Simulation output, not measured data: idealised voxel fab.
The process module that follows is named voxel wiring stack.
Square cells of 5 nm make up the cross-section cut, whose width is 210 nm.
A cross-section in this document is a grid of square cells, and it is written down as bands, the top band listed before the ones below it; a band is made up of one or more rows of cells.
Heights first: top, then bottom, in nm. Then materials, left to right, each with a width in nm. "all across" on a single material: fills the band edge to edge. "empty": empty space.
Heights are expressed relative to 0, this being the level below which the as-received wafer comprises one material exclusively. The lowest band is unbounded in the downward direction and is denoted as in "0 down".
Read "30->40" as a graded width: first number on top, second number at the bottom, same change between each pair of neighbouring rows.
Key: "nothing got changed" - step with no changed cell in the cross-section.
Closed void entries: empty space of 8 cells or more with no open way to the top, each as width x height at its distance from the left edge, in nm
Post-settings text on a step line: simulator's own remark regarding the step.
"overlay nm" on a masked step: distance the mask lay right of its planned place, negative for left.
PROCESS STEPS FORESEEN IN THE PLAN
1,RECEIVE [material Si]
2,CONFORMAL_DEP [material SiO2] [thk nm 15]
3,CONFORMAL_DEP [material SiCN] [thk nm 5]
4,DIRECTIONAL_DEP [material SiO2] [thk nm 25]
5,PATTERN [tone open] [mask id METAL_1] [material resist] [width nm 20] [pitch nm 35] [thk nm 20] [overlay nm 0]
6,DIRECTIONAL_ETCH [etch materials SiO2] [depth nm 25]
7,DIRECTIONAL_ETCH [etch materials SiCN] [depth nm 5]
8,STRIP [etch materials resist]
9,CONFORMAL_DEP [material TiN] [thk nm 5]
10,FILL_DEP [material Cu] [thk nm 5]
11,CMP [height nm 45]
12,CONFORMAL_DEP [material SiCN] [thk nm 5]
13,DIRECTIONAL_DEP [material SiO2] [thk nm 30]
14,DIRECTIONAL_DEP [material aC] [thk nm 10]
15,PATTERN [tone open] [mask id METAL_2_HOLES] [material resist] [width nm 15] [pitch nm 35] [thk nm 25] [overlay nm 0]
16,DIRECTIONAL_ETCH [etch materials aC] [depth nm 10]
17,STRIP [etch materials resist]
18,DIRECTIONAL_ETCH [etch materials SiO2] [depth nm 30]
19,STRIP [etch materials aC]
20,DIRECTIONAL_DEP [material aC] [thk nm 15]
21,PATTERN [tone open] [mask id METAL_2] [material resist] [width nm 20] [pitch nm 35] [thk nm 30] [overlay nm 0]
22,DIRECTIONAL_ETCH [etch materials aC] [depth nm 15]
23,STRIP [etch materials resist]
24,DIRECTIONAL_ETCH [etch materials SiO2] [depth nm 20]
25,DIRECTIONAL_ETCH [etch materials SiCN] [depth nm 5]
26,STRIP [etch materials aC]
27,CONFORMAL_DEP [material TiN] [thk nm 5]
28,FILL_DEP [material Cu] [thk nm 10]
29,CMP [height nm 80]
30,CONFORMAL_DEP [material SiCN] [thk nm 5]
31,DIRECTIONAL_DEP [material SiO2] [thk nm 30]
32,MASKED_ETCH [tone open] [mask id METAL_3_HOLES] [width nm 15] [pitch nm 70] [etch materials SiO2] [depth nm 30] [overlay nm 0]
33,DIRECTIONAL_DEP [material aC] [thk nm 15]
34,PATTERN [tone open] [mask id METAL_3] [material resist] [width nm 20] [pitch nm 35] [thk nm 35] [overlay nm 0]
35,DIRECTIONAL_ETCH [etch materials aC] [depth nm 15]
36,STRIP [etch materials resist]
37,DIRECTIONAL_ETCH [etch materials SiO2] [depth nm 20]
38,DIRECTIONAL_ETCH [etch materials SiCN] [depth nm 5]
39,STRIP [etch materials aC]
40,CONFORMAL_DEP [material TiN] [thk nm 5]
41,FILL_DEP [material Cu] [thk nm 5]
42,CMP [height nm 115]
43,CONFORMAL_DEP [material SiCN] [thk nm 5]
OF TWO WAFERS, THE FIRST: RUN ACCORDING TO PLAN
CROSS-SECTION OF THE WAFER AT RECEIPT, WHICH IS THE CONDITION AFTER STEP 1
* 0 down | Si all across
* Closed void entries: none
STEP 2 COMPLETE: CROSS-SECTION THROUGH THE WAFER
* 15 to 0 | SiO2 all across
* Below 0, the layers are the same as they were.
STEP 3 COMPLETE: CROSS-SECTION THROUGH THE WAFER
* 20 to 15 | SiCN all across
* Below 15, the layers are the same as they were.
STEP 4 COMPLETE: CROSS-SECTION THROUGH THE WAFER
* 45 to 20 | SiO2 all across
* Below 20, the layers are the same as they were.
STEP 5 COMPLETE: CROSS-SECTION THROUGH THE WAFER
* 65 to 45 | resist=40, then empty=20, then resist=15, then empty=20, then resist=15, then empty=20, then resist=15, then empty=20, then resist=45
* Below 45, the layers are the same as they were.
STEP 6 COMPLETE: CROSS-SECTION THROUGH THE WAFER
* 65 to 45 | resist=40, then empty=20, then resist=15, then empty=20, then resist=15, then empty=20, then resist=15, then empty=20, then resist=45
* 45 to 20 | SiO2=40, then empty=20, then SiO2=15, then empty=20, then SiO2=15, then empty=20, then SiO2=15, then empty=20, then SiO2=45
* Below 20, the layers are the same as they were.
STEP 7 COMPLETE: CROSS-SECTION THROUGH THE WAFER
* 65 to 45 | resist=40, then empty=20, then resist=15, then empty=20, then resist=15, then empty=20, then resist=15, then empty=20, then resist=45
* 45 to 20 | SiO2=40, then empty=20, then SiO2=15, then empty=20, then SiO2=15, then empty=20, then SiO2=15, then empty=20, then SiO2=45
* 20 to 15 | SiCN=40, then empty=20, then SiCN=15, then empty=20, then SiCN=15, then empty=20, then SiCN=15, then empty=20, then SiCN=45
* Below 15, the layers are the same as they were.
STEP 8 COMPLETE: CROSS-SECTION THROUGH THE WAFER
* 45 to 20 | SiO2=40, then empty=20, then SiO2=15, then empty=20, then SiO2=15, then empty=20, then SiO2=15, then empty=20, then SiO2=45
* Below 20, the layers are the same as they were.
STEP 9 COMPLETE: CROSS-SECTION THROUGH THE WAFER
* 50 to 45 | TiN=45, then empty=10, then TiN=25, then empty=10, then TiN=25, then empty=10, then TiN=25, then empty=10, then TiN=50
* 45 to 20 | SiO2=40, then TiN=5, then empty=10, then TiN=5, then SiO2=15, then TiN=5, then empty=10, then TiN=5, then SiO2=15, then TiN=5, then empty=10, then TiN=5, then SiO2=15, then TiN=5, then empty=10, then TiN=5, then SiO2=45
* 20 to 15 | SiCN=40, then TiN=20, then SiCN=15, then TiN=20, then SiCN=15, then TiN=20, then SiCN=15, then TiN=20, then SiCN=45
* Below 15, the layers are the same as they were.
STEP 10 COMPLETE: CROSS-SECTION THROUGH THE WAFER
* 55 to 50 | Cu all across
* 50 to 45 | TiN=45, then Cu=10, then TiN=25, then Cu=10, then TiN=25, then Cu=10, then TiN=25, then Cu=10, then TiN=50
* 45 to 20 | SiO2=40, then TiN=5, then Cu=10, then TiN=5, then SiO2=15, then TiN=5, then Cu=10, then TiN=5, then SiO2=15, then TiN=5, then Cu=10, then TiN=5, then SiO2=15, then TiN=5, then Cu=10, then TiN=5, then SiO2=45
* Below 20, the layers are the same as they were.
STEP 11 COMPLETE: CROSS-SECTION THROUGH THE WAFER
* 45 to 20 | SiO2=40, then TiN=5, then Cu=10, then TiN=5, then SiO2=15, then TiN=5, then Cu=10, then TiN=5, then SiO2=15, then TiN=5, then Cu=10, then TiN=5, then SiO2=15, then TiN=5, then Cu=10, then TiN=5, then SiO2=45
* Below 20, the layers are the same as they were.
STEP 12 COMPLETE: CROSS-SECTION THROUGH THE WAFER
* 50 to 45 | SiCN all across
* Below 45, the layers are the same as they were.
STEP 13 COMPLETE: CROSS-SECTION THROUGH THE WAFER
* 80 to 50 | SiO2 all across
* Below 50, the layers are the same as they were.
STEP 14 COMPLETE: CROSS-SECTION THROUGH THE WAFER
* 90 to 80 | aC all across
* Below 80, the layers are the same as they were.
STEP 15 COMPLETE: CROSS-SECTION THROUGH THE WAFER
* 115 to 90 | resist=40, then empty=15, then resist=20, then empty=15, then resist=20, then empty=15, then resist=20, then empty=15, then resist=50
* Below 90, the layers are the same as they were.
STEP 16 COMPLETE: CROSS-SECTION THROUGH THE WAFER
* 105 to 90 | resist=40, then empty=15, then resist=20, then empty=15, then resist=20, then empty=15, then resist=20, then empty=15, then resist=50
* 90 to 80 | aC=40, then empty=15, then aC=20, then empty=15, then aC=20, then empty=15, then aC=20, then empty=15, then aC=50
* Below 80, the layers are the same as they were.
STEP 17 COMPLETE: CROSS-SECTION THROUGH THE WAFER
* 90 to 80 | aC=40, then empty=15, then aC=20, then empty=15, then aC=20, then empty=15, then aC=20, then empty=15, then aC=50
* Below 80, the layers are the same as they were.
STEP 18 COMPLETE: CROSS-SECTION THROUGH THE WAFER
* 90 to 80 | aC=40, then empty=15, then aC=20, then empty=15, then aC=20, then empty=15, then aC=20, then empty=15, then aC=50
* 80 to 50 | SiO2=40, then empty=15, then SiO2=20, then empty=15, then SiO2=20, then empty=15, then SiO2=20, then empty=15, then SiO2=50
* Below 50, the layers are the same as they were.
STEP 19 COMPLETE: CROSS-SECTION THROUGH THE WAFER
* 80 to 50 | SiO2=40, then empty=15, then SiO2=20, then empty=15, then SiO2=20, then empty=15, then SiO2=20, then empty=15, then SiO2=50
* Below 50, the layers are the same as they were.
STEP 20 COMPLETE: CROSS-SECTION THROUGH THE WAFER
* 95 to 80 | aC=40, then empty=15, then aC=20, then empty=15, then aC=20, then empty=15, then aC=20, then empty=15, then aC=50
* 80 to 65 | SiO2=40, then empty=15, then SiO2=20, then empty=15, then SiO2=20, then empty=15, then SiO2=20, then empty=15, then SiO2=50
* 65 to 50 | SiO2=40, then aC=15, then SiO2=20, then aC=15, then SiO2=20, then aC=15, then SiO2=20, then aC=15, then SiO2=50
* Below 50, the layers are the same as they were.
STEP 21 COMPLETE: CROSS-SECTION THROUGH THE WAFER
* 125 to 95 | resist=40, then empty=20, then resist=15, then empty=20, then resist=15, then empty=20, then resist=15, then empty=20, then resist=45
* Below 95, the layers are the same as they were.
STEP 22 COMPLETE: CROSS-SECTION THROUGH THE WAFER
* 110 to 95 | resist=40, then empty=20, then resist=15, then empty=20, then resist=15, then empty=20, then resist=15, then empty=20, then resist=45
* 95 to 80 | aC=40, then empty=20, then aC=15, then empty=20, then aC=15, then empty=20, then aC=15, then empty=20, then aC=45
* 80 to 50 | SiO2=40, then empty=15, then SiO2=20, then empty=15, then SiO2=20, then empty=15, then SiO2=20, then empty=15, then SiO2=50
* Below 50, the layers are the same as they were.
STEP 23 COMPLETE: CROSS-SECTION THROUGH THE WAFER
* 95 to 80 | aC=40, then empty=20, then aC=15, then empty=20, then aC=15, then empty=20, then aC=15, then empty=20, then aC=45
* Below 80, the layers are the same as they were.
STEP 24 COMPLETE: CROSS-SECTION THROUGH THE WAFER
* 95 to 80 | aC=40, then empty=20, then aC=15, then empty=20, then aC=15, then empty=20, then aC=15, then empty=20, then aC=45
* 80 to 60 | SiO2=40, then empty=20, then SiO2=15, then empty=20, then SiO2=15, then empty=20, then SiO2=15, then empty=20, then SiO2=45
* Below 60, the layers are the same as they were.
STEP 25 COMPLETE: CROSS-SECTION THROUGH THE WAFER
* 95 to 80 | aC=40, then empty=20, then aC=15, then empty=20, then aC=15, then empty=20, then aC=15, then empty=20, then aC=45
* 80 to 60 | SiO2=40, then empty=20, then SiO2=15, then empty=20, then SiO2=15, then empty=20, then SiO2=15, then empty=20, then SiO2=45
* 60 to 50 | SiO2=40, then empty=15, then SiO2=20, then empty=15, then SiO2=20, then empty=15, then SiO2=20, then empty=15, then SiO2=50
* 50 to 45 | SiCN=40, then empty=15, then SiCN=20, then empty=15, then SiCN=20, then empty=15, then SiCN=20, then empty=15, then SiCN=50
* Below 45, the layers are the same as they were.
STEP 26 COMPLETE: CROSS-SECTION THROUGH THE WAFER
* 80 to 60 | SiO2=40, then empty=20, then SiO2=15, then empty=20, then SiO2=15, then empty=20, then SiO2=15, then empty=20, then SiO2=45
* Below 60, the layers are the same as they were.
STEP 27 COMPLETE: CROSS-SECTION THROUGH THE WAFER
* 85 to 80 | TiN=45, then empty=10, then TiN=25, then empty=10, then TiN=25, then empty=10, then TiN=25, then empty=10, then TiN=50
* 80 to 65 | SiO2=40, then TiN=5, then empty=10, then TiN=5, then SiO2=15, then TiN=5, then empty=10, then TiN=5, then SiO2=15, then TiN=5, then empty=10, then TiN=5, then SiO2=15, then TiN=5, then empty=10, then TiN=5, then SiO2=45
* 65 to 60 | SiO2=40, then TiN=5, then empty=5, then TiN=10, then SiO2=15, then TiN=5, then empty=5, then TiN=10, then SiO2=15, then TiN=5, then empty=5, then TiN=10, then SiO2=15, then TiN=5, then empty=5, then TiN=10, then SiO2=45
* 60 to 50 | SiO2=40, then TiN=5, then empty=5, then TiN=5, then SiO2=20, then TiN=5, then empty=5, then TiN=5, then SiO2=20, then TiN=5, then empty=5, then TiN=5, then SiO2=20, then TiN=5, then empty=5, then TiN=5, then SiO2=50
* 50 to 45 | SiCN=40, then TiN=15, then SiCN=20, then TiN=15, then SiCN=20, then TiN=15, then SiCN=20, then TiN=15, then SiCN=50
* Below 45, the layers are the same as they were.
STEP 28 COMPLETE: CROSS-SECTION THROUGH THE WAFER
* 95 to 85 | Cu all across
* 85 to 80 | TiN=45, then Cu=10, then TiN=25, then Cu=10, then TiN=25, then Cu=10, then TiN=25, then Cu=10, then TiN=50
* 80 to 65 | SiO2=40, then TiN=5, then Cu=10, then TiN=5, then SiO2=15, then TiN=5, then Cu=10, then TiN=5, then SiO2=15, then TiN=5, then Cu=10, then TiN=5, then SiO2=15, then TiN=5, then Cu=10, then TiN=5, then SiO2=45
* 65 to 60 | SiO2=40, then TiN=5, then Cu=5, then TiN=10, then SiO2=15, then TiN=5, then Cu=5, then TiN=10, then SiO2=15, then TiN=5, then Cu=5, then TiN=10, then SiO2=15, then TiN=5, then Cu=5, then TiN=10, then SiO2=45
* 60 to 50 | SiO2=40, then TiN=5, then Cu=5, then TiN=5, then SiO2=20, then TiN=5, then Cu=5, then TiN=5, then SiO2=20, then TiN=5, then Cu=5, then TiN=5, then SiO2=20, then TiN=5, then Cu=5, then TiN=5, then SiO2=50
* Below 50, the layers are the same as they were.
STEP 29 COMPLETE: CROSS-SECTION THROUGH THE WAFER
* 80 to 65 | SiO2=40, then TiN=5, then Cu=10, then TiN=5, then SiO2=15, then TiN=5, then Cu=10, then TiN=5, then SiO2=15, then TiN=5, then Cu=10, then TiN=5, then SiO2=15, then TiN=5, then Cu=10, then TiN=5, then SiO2=45
* Below 65, the layers are the same as they were.
STEP 30 COMPLETE: CROSS-SECTION THROUGH THE WAFER
* 85 to 80 | SiCN all across
* Below 80, the layers are the same as they were.
STEP 31 COMPLETE: CROSS-SECTION THROUGH THE WAFER
* 115 to 85 | SiO2 all across
* Below 85, the layers are the same as they were.
STEP 32 COMPLETE: CROSS-SECTION THROUGH THE WAFER
* 115 to 85 | SiO2=40, then empty=15, then SiO2=55, then empty=15, then SiO2=85
* Below 85, the layers are the same as they were.
STEP 33 COMPLETE: CROSS-SECTION THROUGH THE WAFER
* 130 to 115 | aC=40, then empty=15, then aC=55, then empty=15, then aC=85
* 115 to 100 | SiO2=40, then empty=15, then SiO2=55, then empty=15, then SiO2=85
* 100 to 85 | SiO2=40, then aC=15, then SiO2=55, then aC=15, then SiO2=85
* Below 85, the layers are the same as they were.
STEP 34 COMPLETE: CROSS-SECTION THROUGH THE WAFER
* 165 to 130 | resist=40, then empty=20, then resist=15, then empty=20, then resist=15, then empty=20, then resist=15, then empty=20, then resist=45
* Below 130, the layers are the same as they were.
STEP 35 COMPLETE: CROSS-SECTION THROUGH THE WAFER
* 150 to 130 | resist=40, then empty=20, then resist=15, then empty=20, then resist=15, then empty=20, then resist=15, then empty=20, then resist=45
* 130 to 115 | aC=40, then empty=20, then aC=15, then empty=20, then aC=15, then empty=20, then aC=15, then empty=20, then aC=45
* 115 to 85 | SiO2=40, then empty=15, then SiO2=55, then empty=15, then SiO2=85
* Below 85, the layers are the same as they were.
STEP 36 COMPLETE: CROSS-SECTION THROUGH THE WAFER
* 130 to 115 | aC=40, then empty=20, then aC=15, then empty=20, then aC=15, then empty=20, then aC=15, then empty=20, then aC=45
* Below 115, the layers are the same as they were.
STEP 37 COMPLETE: CROSS-SECTION THROUGH THE WAFER
* 130 to 115 | aC=40, then empty=20, then aC=15, then empty=20, then aC=15, then empty=20, then aC=15, then empty=20, then aC=45
* 115 to 95 | SiO2=40, then empty=20, then SiO2=15, then empty=20, then SiO2=15, then empty=20, then SiO2=15, then empty=20, then SiO2=45
* Below 95, the layers are the same as they were.
STEP 38 COMPLETE: CROSS-SECTION THROUGH THE WAFER
* 130 to 115 | aC=40, then empty=20, then aC=15, then empty=20, then aC=15, then empty=20, then aC=15, then empty=20, then aC=45
* 115 to 95 | SiO2=40, then empty=20, then SiO2=15, then empty=20, then SiO2=15, then empty=20, then SiO2=15, then empty=20, then SiO2=45
* 95 to 85 | SiO2=40, then empty=15, then SiO2=55, then empty=15, then SiO2=85
* 85 to 80 | SiCN=40, then empty=15, then SiCN=55, then empty=15, then SiCN=85
* Below 80, the layers are the same as they were.
STEP 39 COMPLETE: CROSS-SECTION THROUGH THE WAFER
* 115 to 95 | SiO2=40, then empty=20, then SiO2=15, then empty=20, then SiO2=15, then empty=20, then SiO2=15, then empty=20, then SiO2=45
* Below 95, the layers are the same as they were.
STEP 40 COMPLETE: CROSS-SECTION THROUGH THE WAFER
* 120 to 115 | TiN=45, then empty=10, then TiN=25, then empty=10, then TiN=25, then empty=10, then TiN=25, then empty=10, then TiN=50
* 115 to 100 | SiO2=40, then TiN=5, then empty=10, then TiN=5, then SiO2=15, then TiN=5, then empty=10, then TiN=5, then SiO2=15, then TiN=5, then empty=10, then TiN=5, then SiO2=15, then TiN=5, then empty=10, then TiN=5, then SiO2=45
* 100 to 95 | SiO2=40, then TiN=5, then empty=5, then TiN=10, then SiO2=15, then TiN=20, then SiO2=15, then TiN=5, then empty=5, then TiN=10, then SiO2=15, then TiN=20, then SiO2=45
* 95 to 85 | SiO2=40, then TiN=5, then empty=5, then TiN=5, then SiO2=55, then TiN=5, then empty=5, then TiN=5, then SiO2=85
* 85 to 80 | SiCN=40, then TiN=15, then SiCN=55, then TiN=15, then SiCN=85
* Below 80, the layers are the same as they were.
STEP 41 COMPLETE: CROSS-SECTION THROUGH THE WAFER
* 125 to 120 | Cu all across
* 120 to 115 | TiN=45, then Cu=10, then TiN=25, then Cu=10, then TiN=25, then Cu=10, then TiN=25, then Cu=10, then TiN=50
* 115 to 100 | SiO2=40, then TiN=5, then Cu=10, then TiN=5, then SiO2=15, then TiN=5, then Cu=10, then TiN=5, then SiO2=15, then TiN=5, then Cu=10, then TiN=5, then SiO2=15, then TiN=5, then Cu=10, then TiN=5, then SiO2=45
* 100 to 95 | SiO2=40, then TiN=5, then Cu=5, then TiN=10, then SiO2=15, then TiN=20, then SiO2=15, then TiN=5, then Cu=5, then TiN=10, then SiO2=15, then TiN=20, then SiO2=45
* 95 to 85 | SiO2=40, then TiN=5, then Cu=5, then TiN=5, then SiO2=55, then TiN=5, then Cu=5, then TiN=5, then SiO2=85
* Below 85, the layers are the same as they were.
STEP 42 COMPLETE: CROSS-SECTION THROUGH THE WAFER
* 115 to 100 | SiO2=40, then TiN=5, then Cu=10, then TiN=5, then SiO2=15, then TiN=5, then Cu=10, then TiN=5, then SiO2=15, then TiN=5, then Cu=10, then TiN=5, then SiO2=15, then TiN=5, then Cu=10, then TiN=5, then SiO2=45
* Below 100, the layers are the same as they were.
STEP 43 COMPLETE: CROSS-SECTION THROUGH THE WAFER
* 120 to 115 | SiCN all across
* Below 115, the layers are the same as they were.
THE SECOND WAFER: COMMON ORIGIN AND PLAN, ONE MISTAKE IN EXECUTION, IDENTICAL TO THE FIRST THROUGH STEP 11
LOOK AT THE SECOND WAFER IN CROSS-SECTION AT THE TIME STEP 12 OUGHT TO HAVE FINISHED
* 75 to 45 | SiO2 all across
* Below 45, the layers are the same as they were.
LOOK AT THE SECOND WAFER IN CROSS-SECTION AT THE TIME STEP 13 OUGHT TO HAVE FINISHED
* 80 to 75 | SiCN all across
* Below 75, the layers are the same as they were.
LOOK AT THE SECOND WAFER IN CROSS-SECTION AT THE TIME STEP 14 OUGHT TO HAVE FINISHED
* 90 to 80 | aC all across
* Below 80, the layers are the same as they were.
LOOK AT THE SECOND WAFER IN CROSS-SECTION AT THE TIME STEP 15 OUGHT TO HAVE FINISHED
* 115 to 90 | resist=40, then empty=15, then resist=20, then empty=15, then resist=20, then empty=15, then resist=20, then empty=15, then resist=50
* Below 90, the layers are the same as they were.
LOOK AT THE SECOND WAFER IN CROSS-SECTION AT THE TIME STEP 16 OUGHT TO HAVE FINISHED
* 105 to 90 | resist=40, then empty=15, then resist=20, then empty=15, then resist=20, then empty=15, then resist=20, then empty=15, then resist=50
* 90 to 80 | aC=40, then empty=15, then aC=20, then empty=15, then aC=20, then empty=15, then aC=20, then empty=15, then aC=50
* Below 80, the layers are the same as they were.
LOOK AT THE SECOND WAFER IN CROSS-SECTION AT THE TIME STEP 17 OUGHT TO HAVE FINISHED
* 90 to 80 | aC=40, then empty=15, then aC=20, then empty=15, then aC=20, then empty=15, then aC=20, then empty=15, then aC=50
* Below 80, the layers are the same as they were.
Look at the second wafer in cross-section at the time step 18 ought to have finished: nothing got changed
LOOK AT THE SECOND WAFER IN CROSS-SECTION AT THE TIME STEP 19 OUGHT TO HAVE FINISHED
* 80 to 75 | SiCN all across
* Below 75, the layers are the same as they were.
LOOK AT THE SECOND WAFER IN CROSS-SECTION AT THE TIME STEP 20 OUGHT TO HAVE FINISHED
* 95 to 80 | aC all across
* Below 80, the layers are the same as they were.
LOOK AT THE SECOND WAFER IN CROSS-SECTION AT THE TIME STEP 21 OUGHT TO HAVE FINISHED
* 125 to 95 | resist=40, then empty=20, then resist=15, then empty=20, then resist=15, then empty=20, then resist=15, then empty=20, then resist=45
* Below 95, the layers are the same as they were.
LOOK AT THE SECOND WAFER IN CROSS-SECTION AT THE TIME STEP 22 OUGHT TO HAVE FINISHED
* 110 to 95 | resist=40, then empty=20, then resist=15, then empty=20, then resist=15, then empty=20, then resist=15, then empty=20, then resist=45
* 95 to 80 | aC=40, then empty=20, then aC=15, then empty=20, then aC=15, then empty=20, then aC=15, then empty=20, then aC=45
* Below 80, the layers are the same as they were.
LOOK AT THE SECOND WAFER IN CROSS-SECTION AT THE TIME STEP 23 OUGHT TO HAVE FINISHED
* 95 to 80 | aC=40, then empty=20, then aC=15, then empty=20, then aC=15, then empty=20, then aC=15, then empty=20, then aC=45
* Below 80, the layers are the same as they were.
Look at the second wafer in cross-section at the time step 24 ought to have finished: nothing got changed
LOOK AT THE SECOND WAFER IN CROSS-SECTION AT THE TIME STEP 25 OUGHT TO HAVE FINISHED
* 95 to 80 | aC=40, then empty=20, then aC=15, then empty=20, then aC=15, then empty=20, then aC=15, then empty=20, then aC=45
* 80 to 75 | SiCN=40, then empty=20, then SiCN=15, then empty=20, then SiCN=15, then empty=20, then SiCN=15, then empty=20, then SiCN=45
* Below 75, the layers are the same as they were.
LOOK AT THE SECOND WAFER IN CROSS-SECTION AT THE TIME STEP 26 OUGHT TO HAVE FINISHED
* 80 to 75 | SiCN=40, then empty=20, then SiCN=15, then empty=20, then SiCN=15, then empty=20, then SiCN=15, then empty=20, then SiCN=45
* Below 75, the layers are the same as they were.
LOOK AT THE SECOND WAFER IN CROSS-SECTION AT THE TIME STEP 27 OUGHT TO HAVE FINISHED
* 85 to 80 | TiN=45, then empty=10, then TiN=25, then empty=10, then TiN=25, then empty=10, then TiN=25, then empty=10, then TiN=50
* 80 to 75 | SiCN=40, then TiN=20, then SiCN=15, then TiN=20, then SiCN=15, then TiN=20, then SiCN=15, then TiN=20, then SiCN=45
* Below 75, the layers are the same as they were.
LOOK AT THE SECOND WAFER IN CROSS-SECTION AT THE TIME STEP 28 OUGHT TO HAVE FINISHED
* 95 to 85 | Cu all across
* 85 to 80 | TiN=45, then Cu=10, then TiN=25, then Cu=10, then TiN=25, then Cu=10, then TiN=25, then Cu=10, then TiN=50
* Below 80, the layers are the same as they were.
LOOK AT THE SECOND WAFER IN CROSS-SECTION AT THE TIME STEP 29 OUGHT TO HAVE FINISHED
* 80 to 75 | SiCN=40, then TiN=20, then SiCN=15, then TiN=20, then SiCN=15, then TiN=20, then SiCN=15, then TiN=20, then SiCN=45
* Below 75, the layers are the same as they were.
LOOK AT THE SECOND WAFER IN CROSS-SECTION AT THE TIME STEP 30 OUGHT TO HAVE FINISHED
* 85 to 80 | SiCN all across
* Below 80, the layers are the same as they were.
LOOK AT THE SECOND WAFER IN CROSS-SECTION AT THE TIME STEP 31 OUGHT TO HAVE FINISHED
* 115 to 85 | SiO2 all across
* Below 85, the layers are the same as they were.
LOOK AT THE SECOND WAFER IN CROSS-SECTION AT THE TIME STEP 32 OUGHT TO HAVE FINISHED
* 115 to 85 | SiO2=40, then empty=15, then SiO2=55, then empty=15, then SiO2=85
* Below 85, the layers are the same as they were.
LOOK AT THE SECOND WAFER IN CROSS-SECTION AT THE TIME STEP 33 OUGHT TO HAVE FINISHED
* 130 to 115 | aC=40, then empty=15, then aC=55, then empty=15, then aC=85
* 115 to 100 | SiO2=40, then empty=15, then SiO2=55, then empty=15, then SiO2=85
* 100 to 85 | SiO2=40, then aC=15, then SiO2=55, then aC=15, then SiO2=85
* Below 85, the layers are the same as they were.
LOOK AT THE SECOND WAFER IN CROSS-SECTION AT THE TIME STEP 34 OUGHT TO HAVE FINISHED
* 165 to 130 | resist=40, then empty=20, then resist=15, then empty=20, then resist=15, then empty=20, then resist=15, then empty=20, then resist=45
* Below 130, the layers are the same as they were.
LOOK AT THE SECOND WAFER IN CROSS-SECTION AT THE TIME STEP 35 OUGHT TO HAVE FINISHED
* 150 to 130 | resist=40, then empty=20, then resist=15, then empty=20, then resist=15, then empty=20, then resist=15, then empty=20, then resist=45
* 130 to 115 | aC=40, then empty=20, then aC=15, then empty=20, then aC=15, then empty=20, then aC=15, then empty=20, then aC=45
* 115 to 85 | SiO2=40, then empty=15, then SiO2=55, then empty=15, then SiO2=85
* Below 85, the layers are the same as they were.
LOOK AT THE SECOND WAFER IN CROSS-SECTION AT THE TIME STEP 36 OUGHT TO HAVE FINISHED
* 130 to 115 | aC=40, then empty=20, then aC=15, then empty=20, then aC=15, then empty=20, then aC=15, then empty=20, then aC=45
* Below 115, the layers are the same as they were.
LOOK AT THE SECOND WAFER IN CROSS-SECTION AT THE TIME STEP 37 OUGHT TO HAVE FINISHED
* 130 to 115 | aC=40, then empty=20, then aC=15, then empty=20, then aC=15, then empty=20, then aC=15, then empty=20, then aC=45
* 115 to 95 | SiO2=40, then empty=20, then SiO2=15, then empty=20, then SiO2=15, then empty=20, then SiO2=15, then empty=20, then SiO2=45
* Below 95, the layers are the same as they were.
LOOK AT THE SECOND WAFER IN CROSS-SECTION AT THE TIME STEP 38 OUGHT TO HAVE FINISHED
* 130 to 115 | aC=40, then empty=20, then aC=15, then empty=20, then aC=15, then empty=20, then aC=15, then empty=20, then aC=45
* 115 to 95 | SiO2=40, then empty=20, then SiO2=15, then empty=20, then SiO2=15, then empty=20, then SiO2=15, then empty=20, then SiO2=45
* 95 to 85 | SiO2=40, then empty=15, then SiO2=55, then empty=15, then SiO2=85
* 85 to 80 | SiCN=40, then empty=15, then SiCN=55, then empty=15, then SiCN=85
* Below 80, the layers are the same as they were.
LOOK AT THE SECOND WAFER IN CROSS-SECTION AT THE TIME STEP 39 OUGHT TO HAVE FINISHED
* 115 to 95 | SiO2=40, then empty=20, then SiO2=15, then empty=20, then SiO2=15, then empty=20, then SiO2=15, then empty=20, then SiO2=45
* Below 95, the layers are the same as they were.
LOOK AT THE SECOND WAFER IN CROSS-SECTION AT THE TIME STEP 40 OUGHT TO HAVE FINISHED
* 120 to 115 | TiN=45, then empty=10, then TiN=25, then empty=10, then TiN=25, then empty=10, then TiN=25, then empty=10, then TiN=50
* 115 to 100 | SiO2=40, then TiN=5, then empty=10, then TiN=5, then SiO2=15, then TiN=5, then empty=10, then TiN=5, then SiO2=15, then TiN=5, then empty=10, then TiN=5, then SiO2=15, then TiN=5, then empty=10, then TiN=5, then SiO2=45
* 100 to 95 | SiO2=40, then TiN=5, then empty=5, then TiN=10, then SiO2=15, then TiN=20, then SiO2=15, then TiN=5, then empty=5, then TiN=10, then SiO2=15, then TiN=20, then SiO2=45
* 95 to 85 | SiO2=40, then TiN=5, then empty=5, then TiN=5, then SiO2=55, then TiN=5, then empty=5, then TiN=5, then SiO2=85
* 85 to 80 | SiCN=40, then TiN=15, then SiCN=55, then TiN=15, then SiCN=85
* Below 80, the layers are the same as they were.
LOOK AT THE SECOND WAFER IN CROSS-SECTION AT THE TIME STEP 41 OUGHT TO HAVE FINISHED
* 125 to 120 | Cu all across
* 120 to 115 | TiN=45, then Cu=10, then TiN=25, then Cu=10, then TiN=25, then Cu=10, then TiN=25, then Cu=10, then TiN=50
* 115 to 100 | SiO2=40, then TiN=5, then Cu=10, then TiN=5, then SiO2=15, then TiN=5, then Cu=10, then TiN=5, then SiO2=15, then TiN=5, then Cu=10, then TiN=5, then SiO2=15, then TiN=5, then Cu=10, then TiN=5, then SiO2=45
* 100 to 95 | SiO2=40, then TiN=5, then Cu=5, then TiN=10, then SiO2=15, then TiN=20, then SiO2=15, then TiN=5, then Cu=5, then TiN=10, then SiO2=15, then TiN=20, then SiO2=45
* 95 to 85 | SiO2=40, then TiN=5, then Cu=5, then TiN=5, then SiO2=55, then TiN=5, then Cu=5, then TiN=5, then SiO2=85
* Below 85, the layers are the same as they were.
LOOK AT THE SECOND WAFER IN CROSS-SECTION AT THE TIME STEP 42 OUGHT TO HAVE FINISHED
* 115 to 100 | SiO2=40, then TiN=5, then Cu=10, then TiN=5, then SiO2=15, then TiN=5, then Cu=10, then TiN=5, then SiO2=15, then TiN=5, then Cu=10, then TiN=5, then SiO2=15, then TiN=5, then Cu=10, then TiN=5, then SiO2=45
* Below 100, the layers are the same as they were.
LOOK AT THE SECOND WAFER IN CROSS-SECTION AT THE TIME STEP 43 OUGHT TO HAVE FINISHED
* 120 to 115 | SiCN all across
* Below 115, the layers are the same as they were.
Where did the run depart from the plan? steps 12 and 13 of the plan were run in the wrong order, each in the other's place
Cell-count delta at end, second wafer over first, by material: Cu -36; SiCN -4; SiO2 +88; TiN -48
